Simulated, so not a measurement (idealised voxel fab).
Herein follows the process module entitled voxel capacitor over wiring.
Section cut is 200 nm wide and gridded with 5 nm square cells.
Cross-sections here: square-cell grids, written as top-down lists of bands, a band being one or more rows of cells.
Top height, bottom height, nm. Materials left to right, width each, nm. Single material + "edge to edge" = fills band edge to edge. "air" = empty.
A quick word on heights: they are counted from 0, and under that level the wafer as it came to us is one material throughout. The lowest band is different from the rest in having no bottom; it simply continues downward, written as in "0 -> down".
The two numbers in a width such as "30..40" mark its ends across the band: the first belongs to the top row of cells, the second to the bottom row, and from each row to the next the width moves by the same amount.
Reading "no modifications" for a step: not a cell of the cross-section changed in it.
What "Voids lacking openings" gives you is every empty space of 8 cells or more that is cut off from the top. Each appears as width x height at distance, with the distance taken from the left edge and width, height and distance all in nm.
Heads up: the bit after the settings on a step's line is the simulator's remark on that step.
overlay nm: on a step with a mask, how far right of its planned place the mask lay; negative means left.
These are the steps we planned for the process
1,RECEIVE with material Si
2,CONFORMAL_DEP with material SiO2, thk nm 15
3,DIRECTIONAL_DEP with material TiN, thk nm 5
4,DIRECTIONAL_DEP with material Ru, thk nm 20
5,DIRECTIONAL_DEP with material aC, thk nm 10
6,PATTERN with tone cover, mask id METAL_1, material resist, width nm 30, pitch nm 100, thk nm 25, overlay nm 0
7,DIRECTIONAL_ETCH with etch materials aC, depth nm 10
8,STRIP with etch materials resist
9,DIRECTIONAL_ETCH with etch materials Ru, depth nm 20
10,DIRECTIONAL_ETCH with etch materials TiN, depth nm 5
11,STRIP with etch materials aC
12,FILL_DEP with material lowk, thk nm 10
13,CMP with height nm 40
14,CONFORMAL_DEP with material SiCN, thk nm 5
15,DIRECTIONAL_DEP with material lowk, thk nm 15
16,DIRECTIONAL_DEP with material aC, thk nm 15
17,PATTERN with tone open, mask id PLUG_1, material resist, width nm 15, thk nm 35, overlay nm 0
18,DIRECTIONAL_ETCH with etch materials aC, depth nm 15
19,STRIP with etch materials resist
20,DIRECTIONAL_ETCH with etch materials lowk, depth nm 15
21,DIRECTIONAL_ETCH with etch materials SiCN, depth nm 5
22,STRIP with etch materials aC
23,EPI with material Ru, thk nm 10
24,EPI with material Ru, thk nm 10
25,DIRECTIONAL_DEP with material TiN, thk nm 10
26,DIRECTIONAL_DEP with material Al2O3, thk nm 5
27,DIRECTIONAL_DEP with material TiN, thk nm 5
28,PATTERN with tone cover, mask id UPPER_PLATE, material resist, width nm 75, thk nm 15, overlay nm 0
29,DIRECTIONAL_ETCH with etch materials TiN, depth nm 5
30,DIRECTIONAL_ETCH with etch materials Al2O3, depth nm 5
31,STRIP with etch materials resist
32,DIRECTIONAL_DEP with material aC, thk nm 10
33,PATTERN with tone cover, mask id LOWER_PLATE, material resist, width nm 85, thk nm 25, overlay nm 0
34,DIRECTIONAL_ETCH with etch materials aC, depth nm 10
35,STRIP with etch materials resist
36,DIRECTIONAL_ETCH with etch materials TiN, depth nm 10
37,STRIP with etch materials aC
38,FILL_DEP with material SiO2, thk nm 15
39,CMP with height nm 90
40,DIRECTIONAL_DEP with material aC, thk nm 15
41,PATTERN with tone open, mask id PLUG_2, material resist, width nm 15, thk nm 30, overlay nm 0
42,DIRECTIONAL_ETCH with etch materials aC, depth nm 15
43,STRIP with etch materials resist
44,DIRECTIONAL_ETCH with etch materials SiO2, depth nm 10
45,STRIP with etch materials aC
46,CONFORMAL_DEP with material TiN, thk nm 5
47,FILL_DEP with material Ru, thk nm 10
48,CMP with height nm 90
49,CONFORMAL_DEP with material SiCN, thk nm 5
Wafer cross-section on receipt, i.e. after step 1
0 -> down | Si edge to edge
Voids lacking openings: none
first wafer at the end, as planned
95 -> 90 | SiCN edge to edge
90 -> 85 | SiO2 60 nm / TiN 5 nm / Ru 5 nm / TiN 5 nm / SiO2 125 nm
85 -> 75 | SiO2 60..50 nm / TiN 15..75 nm / SiO2 125..75 nm
75 -> 70 | SiO2 50 nm / Al2O3 75 nm / SiO2 75 nm
70 -> 60 | SiO2 45 nm / TiN 85 nm / SiO2 70 nm
60 -> 45 | lowk 50 nm / Ru 15 nm / lowk 135 nm
45 -> 40 | SiCN 50 nm / Ru 15 nm / SiCN 135 nm
40 -> 20 | lowk 35 nm / Ru 30 nm / lowk 70 nm / Ru 30 nm / lowk 35 nm
20 -> 15 | lowk 35 nm / TiN 30 nm / lowk 70 nm / TiN 30 nm / lowk 35 nm
15 -> 0 | SiO2 edge to edge
0 -> down | Si edge to edge
Voids lacking openings: none
Second wafer cross-section at end of module - shared start and plan with the first, one mistake in the run
90 -> 85 | SiCN edge to edge
85 -> 75 | SiO2 60..50 nm / TiN 15..75 nm / SiO2 125..75 nm
75 -> 70 | SiO2 50 nm / Al2O3 75 nm / SiO2 75 nm
70 -> 60 | SiO2 45 nm / TiN 85 nm / SiO2 70 nm
60 -> 45 | lowk 50 nm / Ru 15 nm / lowk 135 nm
45 -> 40 | SiCN 50 nm / Ru 15 nm / SiCN 135 nm
40 -> 20 | lowk 35 nm / Ru 30 nm / lowk 70 nm / Ru 30 nm / lowk 35 nm
20 -> 15 | lowk 35 nm / TiN 30 nm / lowk 70 nm / TiN 30 nm / lowk 35 nm
15 -> 0 | SiO2 edge to edge
0 -> down | Si edge to edge
Voids lacking openings: none
Run error: step 48 went in with a setting other than planned; the actual run was CMP with height nm 85
Materials where the second wafer ends with more or fewer cells than the first: 1 fewer of Ru | 37 fewer of SiO2 | 2 fewer of TiN
